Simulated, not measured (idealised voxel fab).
The document below concerns the process module designated voxel transistor to metal.
The cross-section on display is named cut; it measures 150 nm wide, and its cells are 5 nm squares.
Each cross-section below is a grid of square cells, stated as bands in top-down order, with one or more rows of cells making up each band. Heights first: top, then bottom, in nm. Then materials, left to right, each with a width in nm. "all across" on a single material: fills the band edge to edge. "blank": empty space. Measure heights from 0. That's the level where, below it, the as-received wafer is all one material. The lowest band is bottomless and extends downward; write it as in "from 0 down". Width: "30 to 40" (first number = top row, second number = bottom row, same change from row to row of cells). Given "no change occurred" for a step, no cell of the cross-section differs between before and after that step. The list in "Trapped voids" covers empty spaces of 8 cells or more that cannot reach the top through any open way, and it gives each as width x height at distance; the distance is from the left edge, and width, height and distance are in nm. On a step's line, text after the settings is the simulator commenting on that step. "overlay nm" denotes, for a step that has a mask, the displacement of the mask to the right of its planned place, with negative values corresponding to the left.

**plan**
- 1: RECEIVE | material Si
- 2: OXIDIZE | depth nm 5
- 3: CONFORMAL_DEP | material SiN | thk nm 15
- 4: MASKED_ETCH | tone cover | mask id ACTIVE | width nm 105 | etch materials SiN | depth nm 15 | overlay nm 0
- 5: MASKED_ETCH | tone cover | mask id ACTIVE | width nm 105 | etch materials SiO2 | depth nm 5 | overlay nm 0
- 6: MASKED_ETCH | tone cover | mask id ACTIVE | width nm 105 | etch materials Si | depth nm 35 | overlay nm 0
- 7: FILL_DEP | material SiO2 | thk nm 15
- 8: CMP | height nm 15
- 9: SELECTIVE_ETCH | etch materials SiO2 | depth nm 15
- 10: STRIP | etch materials SiN
- 11: SELECTIVE_ETCH | etch materials SiO2 | depth nm 5
- 12: OXIDIZE | depth nm 5
- 13: DIRECTIONAL_DEP | material polySi | thk nm 25
- 14: DIRECTIONAL_DEP | material SiCN | thk nm 15
- 15: DIRECTIONAL_DEP | material aC | thk nm 10
- 16: PATTERN | tone cover | mask id GATE | material resist | width nm 25 | thk nm 30 | overlay nm 0
- 17: DIRECTIONAL_ETCH | etch materials aC | depth nm 10
- 18: STRIP | etch materials resist
- 19: DIRECTIONAL_ETCH | etch materials SiCN | depth nm 25
- 20: DIRECTIONAL_ETCH | etch materials polySi | depth nm 35
- 21: STRIP | etch materials aC
- 22: CONFORMAL_DEP | material SiN | thk nm 5
- 23: DIRECTIONAL_ETCH | etch materials SiN | depth nm 5
- 24: DIRECTIONAL_ETCH | etch materials SiO2 | depth nm 5
- 25: DIRECTIONAL_ETCH | etch materials Si | depth nm 5
- 26: EPI | material SiGe | thk nm 5
- 27: FILL_DEP | material SiO2 | thk nm 10
- 28: CMP | height nm 20
- 29: STRIP | etch materials polySi
- 30: SELECTIVE_ETCH | etch materials SiO2 | depth nm 5
- 31: CONFORMAL_DEP | material HfO2 | thk nm 5
- 32: CONFORMAL_DEP | material TiN | thk nm 5
- 33: FILL_DEP | material W | thk nm 5
- 34: CMP | height nm 15
- 35: DIRECTIONAL_DEP | material SiO2 | thk nm 10
- 36: MASKED_ETCH | tone open | mask id CONTACT | width nm 15 | pitch nm 80 | etch materials SiO2 | depth nm 35 | overlay nm 0
- 37: CONFORMAL_DEP | material TiN | thk nm 5
- 38: FILL_DEP | material W | thk nm 10
- 39: CMP | height nm 25
- 40: DIRECTIONAL_DEP | material TiN | thk nm 5
- 41: DIRECTIONAL_DEP | material W | thk nm 15
- 42: PATTERN | tone cover | mask id METAL_1 | material resist | width nm 15 | pitch nm 80 | thk nm 20 | overlay nm 0
- 43: DIRECTIONAL_ETCH | etch materials W | depth nm 15
- 44: DIRECTIONAL_ETCH | etch materials TiN | depth nm 5
- 45: STRIP | etch materials resist
- 46: FILL_DEP | material SiO2 | thk nm 5
- 47: CMP | height nm 45
- 48: CONFORMAL_DEP | material SiN | thk nm 5

**The first of the two wafers, which ran as planned**

**Cross-sectional view of the wafer in its as-received condition, corresponding to the state after step 1**
- from 0 down = Si all across
- Trapped voids: none

**State of the wafer after step 2, shown in cross-section**
- from 0 to -5 = SiO2 all across
- Everything below -5 is unchanged.

**State of the wafer after step 3, shown in cross-section**
- from 15 to 0 = SiN all across
- Everything below 0 is unchanged.

**State of the wafer after step 4, shown in cross-section**
- from 15 to 0 = blank: 20, then SiN: 105, then blank: 25
- Everything below 0 is unchanged.

**State of the wafer after step 5, shown in cross-section**
- from 15 to 0 = blank: 20, then SiN: 105, then blank: 25
- from 0 to -5 = blank: 20, then SiO2: 105, then blank: 25
- Everything below -5 is unchanged.

**State of the wafer after step 6, shown in cross-section**
- from 15 to 0 = blank: 20, then SiN: 105, then blank: 25
- from 0 to -5 = blank: 20, then SiO2: 105, then blank: 25
- from -5 to -40 = blank: 20, then Si: 105, then blank: 25
- Everything below -40 is unchanged.

**State of the wafer after step 7, shown in cross-section**
- from 30 to 15 = SiO2 all across
- from 15 to 0 = SiO2: 20, then SiN: 105, then SiO2: 25
- from 0 to -5 = SiO2 all across
- from -5 to -40 = SiO2: 20, then Si: 105, then SiO2: 25
- Everything below -40 is unchanged.

**State of the wafer after step 8, shown in cross-section**
- from 15 to 0 = SiO2: 20, then SiN: 105, then SiO2: 25
- Everything below 0 is unchanged.

**State of the wafer after step 9, shown in cross-section**
- from 15 to 0 = blank: 20, then SiN: 105, then blank: 25
- Everything below 0 is unchanged.

**State of the wafer after step 10, shown in cross-section**
- from 0 to -5 = SiO2 all across
- Everything below -5 is unchanged.

**State of the wafer after step 11, shown in cross-section**
- from -5 to -40 = SiO2: 20, then Si: 105, then SiO2: 25
- Everything below -40 is unchanged.

**State of the wafer after step 12, shown in cross-section**
- from -5 to -10 = SiO2 all across
- Everything below -10 is unchanged.

**State of the wafer after step 13, shown in cross-section**
- from 20 to -5 = polySi all across
- Everything below -5 is unchanged.

**State of the wafer after step 14, shown in cross-section**
- from 35 to 20 = SiCN all across
- Everything below 20 is unchanged.

**State of the wafer after step 15, shown in cross-section**
- from 45 to 35 = aC all across
- Everything below 35 is unchanged.

**State of the wafer after step 16, shown in cross-section**
- from 75 to 45 = blank: 60, then resist: 25, then blank: 65
- Everything below 45 is unchanged.

**State of the wafer after step 17, shown in cross-section**
- from 65 to 45 = blank: 60, then resist: 25, then blank: 65
- from 45 to 35 = blank: 60, then aC: 25, then blank: 65
- Everything below 35 is unchanged.

**State of the wafer after step 18, shown in cross-section**
- from 45 to 35 = blank: 60, then aC: 25, then blank: 65
- Everything below 35 is unchanged.

**State of the wafer after step 19, shown in cross-section**
- from 45 to 35 = blank: 60, then aC: 25, then blank: 65
- from 35 to 20 = blank: 60, then SiCN: 25, then blank: 65
- Everything below 20 is unchanged.

**State of the wafer after step 20, shown in cross-section**
- from 45 to 35 = blank: 60, then aC: 25, then blank: 65
- from 35 to 20 = blank: 60, then SiCN: 25, then blank: 65
- from 20 to -5 = blank: 60, then polySi: 25, then blank: 65
- Everything below -5 is unchanged.

**State of the wafer after step 21, shown in cross-section**
- from 35 to 20 = blank: 60, then SiCN: 25, then blank: 65
- Everything below 20 is unchanged.

**State of the wafer after step 22, shown in cross-section**
- from 40 to 35 = blank: 55, then SiN: 35, then blank: 60
- from 35 to 20 = blank: 55, then SiN: 5, then SiCN: 25, then SiN: 5, then blank: 60
- from 20 to 0 = blank: 55, then SiN: 5, then polySi: 25, then SiN: 5, then blank: 60
- from 0 to -5 = SiN: 60, then polySi: 25, then SiN: 65
- Everything below -5 is unchanged.

**State of the wafer after step 23, shown in cross-section**
- from 35 to 20 = blank: 55, then SiN: 5, then SiCN: 25, then SiN: 5, then blank: 60
- from 20 to -5 = blank: 55, then SiN: 5, then polySi: 25, then SiN: 5, then blank: 60
- Everything below -5 is unchanged.

**State of the wafer after step 24, shown in cross-section**
- from 35 to 20 = blank: 55, then SiN: 5, then SiCN: 25, then SiN: 5, then blank: 60
- from 20 to -5 = blank: 55, then SiN: 5, then polySi: 25, then SiN: 5, then blank: 60
- from -5 to -10 = blank: 55, then SiO2: 35, then blank: 60
- Everything below -10 is unchanged.

**State of the wafer after step 25, shown in cross-section**
- from 35 to 20 = blank: 55, then SiN: 5, then SiCN: 25, then SiN: 5, then blank: 60
- from 20 to -5 = blank: 55, then SiN: 5, then polySi: 25, then SiN: 5, then blank: 60
- from -5 to -10 = blank: 55, then SiO2: 35, then blank: 60
- from -10 to -15 = SiO2: 20, then blank: 35, then Si: 35, then blank: 35, then SiO2: 25
- Everything below -15 is unchanged.

**State of the wafer after step 26, shown in cross-section**
- from 35 to 20 = blank: 55, then SiN: 5, then SiCN: 25, then SiN: 5, then blank: 60
- from 20 to -5 = blank: 55, then SiN: 5, then polySi: 25, then SiN: 5, then blank: 60
- from -5 to -10 = blank: 50, then SiGe: 5, then SiO2: 35, then SiGe: 5, then blank: 55
- from -10 to -15 = SiO2: 20, then SiGe: 35, then Si: 35, then SiGe: 35, then SiO2: 25
- Everything below -15 is unchanged.

**State of the wafer after step 27, shown in cross-section**
- from 45 to 35 = SiO2 all across
- from 35 to 20 = SiO2: 55, then SiN: 5, then SiCN: 25, then SiN: 5, then SiO2: 60
- from 20 to -5 = SiO2: 55, then SiN: 5, then polySi: 25, then SiN: 5, then SiO2: 60
- from -5 to -10 = SiO2: 50, then SiGe: 5, then SiO2: 35, then SiGe: 5, then SiO2: 55
- Everything below -10 is unchanged.

**State of the wafer after step 28, shown in cross-section**
- from 20 to -5 = SiO2: 55, then SiN: 5, then polySi: 25, then SiN: 5, then SiO2: 60
- Everything below -5 is unchanged.

**State of the wafer after step 29, shown in cross-section**
- from 20 to -5 = SiO2: 55, then SiN: 5, then blank: 25, then SiN: 5, then SiO2: 60
- Everything below -5 is unchanged.

**State of the wafer after step 30, shown in cross-section**
- from 20 to 15 = blank: 55, then SiN: 5, then blank: 25, then SiN: 5, then blank: 60
- from 15 to -5 = SiO2: 55, then SiN: 5, then blank: 25, then SiN: 5, then SiO2: 60
- from -5 to -10 = SiO2: 50, then SiGe: 5, then blank: 35, then SiGe: 5, then SiO2: 55
- Everything below -10 is unchanged.

**State of the wafer after step 31, shown in cross-section**
- from 25 to 20 = blank: 50, then HfO2: 15, then blank: 15, then HfO2: 15, then blank: 55
- from 20 to 15 = HfO2: 55, then SiN: 5, then HfO2: 5, then blank: 15, then HfO2: 5, then SiN: 5, then HfO2: 60
- from 15 to -5 = SiO2: 55, then SiN: 5, then HfO2: 5, then blank: 15, then HfO2: 5, then SiN: 5, then SiO2: 60
- from -5 to -10 = SiO2: 50, then SiGe: 5, then HfO2: 35, then SiGe: 5, then SiO2: 55
- Everything below -10 is unchanged.

**State of the wafer after step 32, shown in cross-section**
- from 30 to 25 = blank: 45, then TiN: 25, then blank: 5, then TiN: 25, then blank: 50
- from 25 to 20 = TiN: 50, then HfO2: 15, then TiN: 5, then blank: 5, then TiN: 5, then HfO2: 15, then TiN: 55
- from 20 to 15 = HfO2: 55, then SiN: 5, then HfO2: 5, then TiN: 5, then blank: 5, then TiN: 5, then HfO2: 5, then SiN: 5, then HfO2: 60
- from 15 to 0 = SiO2: 55, then SiN: 5, then HfO2: 5, then TiN: 5, then blank: 5, then TiN: 5, then HfO2: 5, then SiN: 5, then SiO2: 60
- from 0 to -5 = SiO2: 55, then SiN: 5, then HfO2: 5, then TiN: 15, then HfO2: 5, then SiN: 5, then SiO2: 60
- Everything below -5 is unchanged.

**State of the wafer after step 33, shown in cross-section**
- from 35 to 30 = W all across
- from 30 to 25 = W: 45, then TiN: 25, then W: 5, then TiN: 25, then W: 50
- from 25 to 20 = TiN: 50, then HfO2: 15, then TiN: 5, then W: 5, then TiN: 5, then HfO2: 15, then TiN: 55
- from 20 to 15 = HfO2: 55, then SiN: 5, then HfO2: 5, then TiN: 5, then W: 5, then TiN: 5, then HfO2: 5, then SiN: 5, then HfO2: 60
- from 15 to 0 = SiO2: 55, then SiN: 5, then HfO2: 5, then TiN: 5, then W: 5, then TiN: 5, then HfO2: 5, then SiN: 5, then SiO2: 60
- Everything below 0 is unchanged.

**State of the wafer after step 34, shown in cross-section**
- from 15 to 0 = SiO2: 55, then SiN: 5, then HfO2: 5, then TiN: 5, then W: 5, then TiN: 5, then HfO2: 5, then SiN: 5, then SiO2: 60
- Everything below 0 is unchanged.

**State of the wafer after step 35, shown in cross-section**
- from 25 to 15 = SiO2 all across
- Everything below 15 is unchanged.

**State of the wafer after step 36, shown in cross-section**
- from 25 to 15 = SiO2: 25, then blank: 15, then SiO2: 65, then blank: 15, then SiO2: 30
- from 15 to 0 = SiO2: 25, then blank: 15, then SiO2: 15, then SiN: 5, then HfO2: 5, then TiN: 5, then W: 5, then TiN: 5, then HfO2: 5, then SiN: 5, then SiO2: 15, then blank: 15, then SiO2: 30
- from 0 to -5 = SiO2: 25, then blank: 15, then SiO2: 15, then SiN: 5, then HfO2: 5, then TiN: 15, then HfO2: 5, then SiN: 5, then SiO2: 15, then blank: 15, then SiO2: 30
- from -5 to -10 = SiO2: 25, then blank: 15, then SiO2: 10, then SiGe: 5, then HfO2: 35, then SiGe: 5, then SiO2: 10, then blank: 15, then SiO2: 30
- Everything below -10 is unchanged.

**State of the wafer after step 37, shown in cross-section**
- from 30 to 25 = TiN: 30, then blank: 5, then TiN: 75, then blank: 5, then TiN: 35
- from 25 to 15 = SiO2: 25, then TiN: 5, then blank: 5, then TiN: 5, then SiO2: 65, then TiN: 5, then blank: 5, then TiN: 5, then SiO2: 30
- from 15 to 0 = SiO2: 25, then TiN: 5, then blank: 5, then TiN: 5, then SiO2: 15, then SiN: 5, then HfO2: 5, then TiN: 5, then W: 5, then TiN: 5, then HfO2: 5, then SiN: 5, then SiO2: 15, then TiN: 5, then blank: 5, then TiN: 5, then SiO2: 30
- from 0 to -5 = SiO2: 25, then TiN: 5, then blank: 5, then TiN: 5, then SiO2: 15, then SiN: 5, then HfO2: 5, then TiN: 15, then HfO2: 5, then SiN: 5, then SiO2: 15, then TiN: 5, then blank: 5, then TiN: 5, then SiO2: 30
- from -5 to -10 = SiO2: 25, then TiN: 15, then SiO2: 10, then SiGe: 5, then HfO2: 35, then SiGe: 5, then SiO2: 10, then TiN: 15, then SiO2: 30
- Everything below -10 is unchanged.

**State of the wafer after step 38, shown in cross-section**
- from 40 to 30 = W all across
- from 30 to 25 = TiN: 30, then W: 5, then TiN: 75, then W: 5, then TiN: 35
- from 25 to 15 = SiO2: 25, then TiN: 5, then W: 5, then TiN: 5, then SiO2: 65, then TiN: 5, then W: 5, then TiN: 5, then SiO2: 30
- from 15 to 0 = SiO2: 25, then TiN: 5, then W: 5, then TiN: 5, then SiO2: 15, then SiN: 5, then HfO2: 5, then TiN: 5, then W: 5, then TiN: 5, then HfO2: 5, then SiN: 5, then SiO2: 15, then TiN: 5, then W: 5, then TiN: 5, then SiO2: 30
- from 0 to -5 = SiO2: 25, then TiN: 5, then W: 5, then TiN: 5, then SiO2: 15, then SiN: 5, then HfO2: 5, then TiN: 15, then HfO2: 5, then SiN: 5, then SiO2: 15, then TiN: 5, then W: 5, then TiN: 5, then SiO2: 30
- Everything below -5 is unchanged.

**State of the wafer after step 39, shown in cross-section**
- from 25 to 15 = SiO2: 25, then TiN: 5, then W: 5, then TiN: 5, then SiO2: 65, then TiN: 5, then W: 5, then TiN: 5, then SiO2: 30
- Everything below 15 is unchanged.

**State of the wafer after step 40, shown in cross-section**
- from 30 to 25 = TiN all across
- Everything below 25 is unchanged.

**State of the wafer after step 41, shown in cross-section**
- from 45 to 30 = W all across
- Everything below 30 is unchanged.

**State of the wafer after step 42, shown in cross-section**
- from 65 to 45 = blank: 25, then resist: 15, then blank: 65, then resist: 15, then blank: 30
- Everything below 45 is unchanged.

**State of the wafer after step 43, shown in cross-section**
- from 65 to 45 = blank: 25, then resist: 15, then blank: 65, then resist: 15, then blank: 30
- from 45 to 30 = blank: 25, then W: 15, then blank: 65, then W: 15, then blank: 30
- Everything below 30 is unchanged.

**State of the wafer after step 44, shown in cross-section**
- from 65 to 45 = blank: 25, then resist: 15, then blank: 65, then resist: 15, then blank: 30
- from 45 to 30 = blank: 25, then W: 15, then blank: 65, then W: 15, then blank: 30
- from 30 to 25 = blank: 25, then TiN: 15, then blank: 65, then TiN: 15, then blank: 30
- Everything below 25 is unchanged.

**State of the wafer after step 45, shown in cross-section**
- from 45 to 30 = blank: 25, then W: 15, then blank: 65, then W: 15, then blank: 30
- Everything below 30 is unchanged.

**State of the wafer after step 46, shown in cross-section**
- from 50 to 45 = SiO2 all across
- from 45 to 30 = SiO2: 25, then W: 15, then SiO2: 65, then W: 15, then SiO2: 30
- from 30 to 25 = SiO2: 25, then TiN: 15, then SiO2: 65, then TiN: 15, then SiO2: 30
- Everything below 25 is unchanged.

**State of the wafer after step 47, shown in cross-section**
- from 45 to 30 = SiO2: 25, then W: 15, then SiO2: 65, then W: 15, then SiO2: 30
- Everything below 30 is unchanged.

**State of the wafer after step 48, shown in cross-section**
- from 50 to 45 = SiN all across
- Everything below 45 is unchanged.

**Notes, second wafer: start = first wafer's, plan = first wafer's, execution had one mistake; history identical to first through step 35**

**Second wafer, cut view, end of step 36 per plan**
- from 25 to 15 = SiO2: 20, then blank: 25, then SiO2: 55, then blank: 25, then SiO2: 25
- from 15 to 0 = SiO2: 20, then blank: 25, then SiO2: 10, then SiN: 5, then HfO2: 5, then TiN: 5, then W: 5, then TiN: 5, then HfO2: 5, then SiN: 5, then SiO2: 10, then blank: 25, then SiO2: 25
- from 0 to -5 = SiO2: 20, then blank: 25, then SiO2: 10, then SiN: 5, then HfO2: 5, then TiN: 15, then HfO2: 5, then SiN: 5, then SiO2: 10, then blank: 25, then SiO2: 25
- from -5 to -10 = SiO2: 20, then blank: 25, then SiO2: 5, then SiGe: 5, then HfO2: 35, then SiGe: 5, then SiO2: 5, then blank: 25, then SiO2: 25
- Everything below -10 is unchanged.

**Second wafer, cut view, end of step 37 per plan**
- from 30 to 25 = TiN: 25, then blank: 15, then TiN: 65, then blank: 15, then TiN: 30
- from 25 to 15 = SiO2: 20, then TiN: 5, then blank: 15, then TiN: 5, then SiO2: 55, then TiN: 5, then blank: 15, then TiN: 5, then SiO2: 25
- from 15 to 0 = SiO2: 20, then TiN: 5, then blank: 15, then TiN: 5, then SiO2: 10, then SiN: 5, then HfO2: 5, then TiN: 5, then W: 5, then TiN: 5, then HfO2: 5, then SiN: 5, then SiO2: 10, then TiN: 5, then blank: 15, then TiN: 5, then SiO2: 25
- from 0 to -5 = SiO2: 20, then TiN: 5, then blank: 15, then TiN: 5, then SiO2: 10, then SiN: 5, then HfO2: 5, then TiN: 15, then HfO2: 5, then SiN: 5, then SiO2: 10, then TiN: 5, then blank: 15, then TiN: 5, then SiO2: 25
- from -5 to -10 = SiO2: 20, then TiN: 25, then SiO2: 5, then SiGe: 5, then HfO2: 35, then SiGe: 5, then SiO2: 5, then TiN: 25, then SiO2: 25
- Everything below -10 is unchanged.

**Second wafer, cut view, end of step 38 per plan**
- from 40 to 30 = W all across
- from 30 to 25 = TiN: 25, then W: 15, then TiN: 65, then W: 15, then TiN: 30
- from 25 to 15 = SiO2: 20, then TiN: 5, then W: 15, then TiN: 5, then SiO2: 55, then TiN: 5, then W: 15, then TiN: 5, then SiO2: 25
- from 15 to 0 = SiO2: 20, then TiN: 5, then W: 15, then TiN: 5, then SiO2: 10, then SiN: 5, then HfO2: 5, then TiN: 5, then W: 5, then TiN: 5, then HfO2: 5, then SiN: 5, then SiO2: 10, then TiN: 5, then W: 15, then TiN: 5, then SiO2: 25
- from 0 to -5 = SiO2: 20, then TiN: 5, then W: 15, then TiN: 5, then SiO2: 10, then SiN: 5, then HfO2: 5, then TiN: 15, then HfO2: 5, then SiN: 5, then SiO2: 10, then TiN: 5, then W: 15, then TiN: 5, then SiO2: 25
- Everything below -5 is unchanged.

**Second wafer, cut view, end of step 39 per plan**
- from 25 to 15 = SiO2: 20, then TiN: 5, then W: 15, then TiN: 5, then SiO2: 55, then TiN: 5, then W: 15, then TiN: 5, then SiO2: 25
- Everything below 15 is unchanged.

**Second wafer, cut view, end of step 40 per plan**
- from 30 to 25 = TiN all across
- Everything below 25 is unchanged.

**Second wafer, cut view, end of step 41 per plan**
- from 45 to 30 = W all across
- Everything below 30 is unchanged.

**Second wafer, cut view, end of step 42 per plan**
- from 65 to 45 = blank: 25, then resist: 15, then blank: 65, then resist: 15, then blank: 30
- Everything below 45 is unchanged.

**Second wafer, cut view, end of step 43 per plan**
- from 65 to 45 = blank: 25, then resist: 15, then blank: 65, then resist: 15, then blank: 30
- from 45 to 30 = blank: 25, then W: 15, then blank: 65, then W: 15, then blank: 30
- Everything below 30 is unchanged.

**Second wafer, cut view, end of step 44 per plan**
- from 65 to 45 = blank: 25, then resist: 15, then blank: 65, then resist: 15, then blank: 30
- from 45 to 30 = blank: 25, then W: 15, then blank: 65, then W: 15, then blank: 30
- from 30 to 25 = blank: 25, then TiN: 15, then blank: 65, then TiN: 15, then blank: 30
- Everything below 25 is unchanged.

**Second wafer, cut view, end of step 45 per plan**
- from 45 to 30 = blank: 25, then W: 15, then blank: 65, then W: 15, then blank: 30
- Everything below 30 is unchanged.

**Second wafer, cut view, end of step 46 per plan**
- from 50 to 45 = SiO2 all across
- from 45 to 30 = SiO2: 25, then W: 15, then SiO2: 65, then W: 15, then SiO2: 30
- from 30 to 25 = SiO2: 25, then TiN: 15, then SiO2: 65, then TiN: 15, then SiO2: 30
- Everything below 25 is unchanged.

**Second wafer, cut view, end of step 47 per plan**
- from 45 to 30 = SiO2: 25, then W: 15, then SiO2: 65, then W: 15, then SiO2: 30
- Everything below 30 is unchanged.

**Second wafer, cut view, end of step 48 per plan**
- from 50 to 45 = SiN all across
- Everything below 45 is unchanged.
So what did we get wrong on this run? step 36: run off-plan, actual operation and settings MASKED_ETCH | tone open | mask id CONTACT | width nm 25 | pitch nm 80 | etch materials SiO2 | depth nm 35 | overlay nm 0
Final difference in cells, second wafer against first, listed per material as more or fewer: SiO2: 28 fewer, TiN: 4 more, W: 24 more
